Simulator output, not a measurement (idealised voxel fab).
The process module that follows is named voxel spacer lines.
The cross-section on display is named cut; it measures 270 nm wide, and its cells are 5 nm squares.
Cross-section layout: square cells on a grid; listed as bands, top to bottom; a band spans one or more cell rows.
Basically the band line says how high the top is and how high the bottom is, in nm, and then what's in it from left to right, every material with its width in nm. Empty space shows up as "air", and if a single material carries "full width" it runs the full band edge to edge.
Zero point of the height axis is 0; under it, received wafer = one material. Lowest band: continues down indefinitely, "0 nm and below".
The width entry "30->40" should be interpreted row by row: the top row of cells in the band takes the first number, the bottom row takes the second number, and the change between adjacent rows is uniform throughout.
Step note "remained the same" = no cross-section cell changed.
For the entry "Enclosed internal voids", the listed items are empty spaces with no open way to the top whose size is 8 cells or more; each item follows the pattern width x height at distance, where distance is from the left edge and all three are in nm.
Past the settings on a step's line: simulator remark, on that step.
Steps that use a mask can have "overlay nm" on their line. It says how far the mask sat to the right of where it was meant to be. Negative means to the left.

### These are the steps we planned for the process
1: RECEIVE with material Si
2: CONFORMAL_DEP with material Al2O3, thk nm 10
3: DIRECTIONAL_DEP with material polySi, thk nm 20
4: DIRECTIONAL_DEP with material aC, thk nm 25
5: PATTERN with tone cover, mask id MANDREL, material resist, width nm 25, pitch nm 80, thk nm 35, overlay nm 0
6: DIRECTIONAL_ETCH with etch materials aC, depth nm 25
7: STRIP with etch materials resist
8: CONFORMAL_DEP with material SiN, thk nm 15
9: DIRECTIONAL_ETCH with etch materials SiN, depth nm 15
10: STRIP with etch materials aC
11: DIRECTIONAL_ETCH with etch materials polySi, depth nm 20
12: STRIP with etch materials SiN

### Cross-section of the wafer upon arrival, representing the state reached after step 1
0 nm and below  Si full width
Enclosed internal voids: none

### First wafer of two, sectioned at end of module; run went per plan
30 nm to 10 nm  65 of air, then 15 of polySi, then 25 of air, then 15 of polySi, then 25 of air, then 15 of polySi, then 25 of air, then 15 of polySi, then 70 of air
10 nm to 0 nm  Al2O3 full width
0 nm and below  Si full width
Enclosed internal voids: none

### Second wafer cross-section at end of module - shared start and plan with the first, one mistake in the run
20 nm to 0 nm  65 of air, then 15 of polySi, then 25 of air, then 15 of polySi, then 25 of air, then 15 of polySi, then 25 of air, then 15 of polySi, then 70 of air
0 nm and below  Si full width
Enclosed internal voids: none
What was done differently from what was planned? plan step 2: skipped, not run
Count the cells at the end and the second wafer has more or fewer of some materials than the first: -108 Al2O3
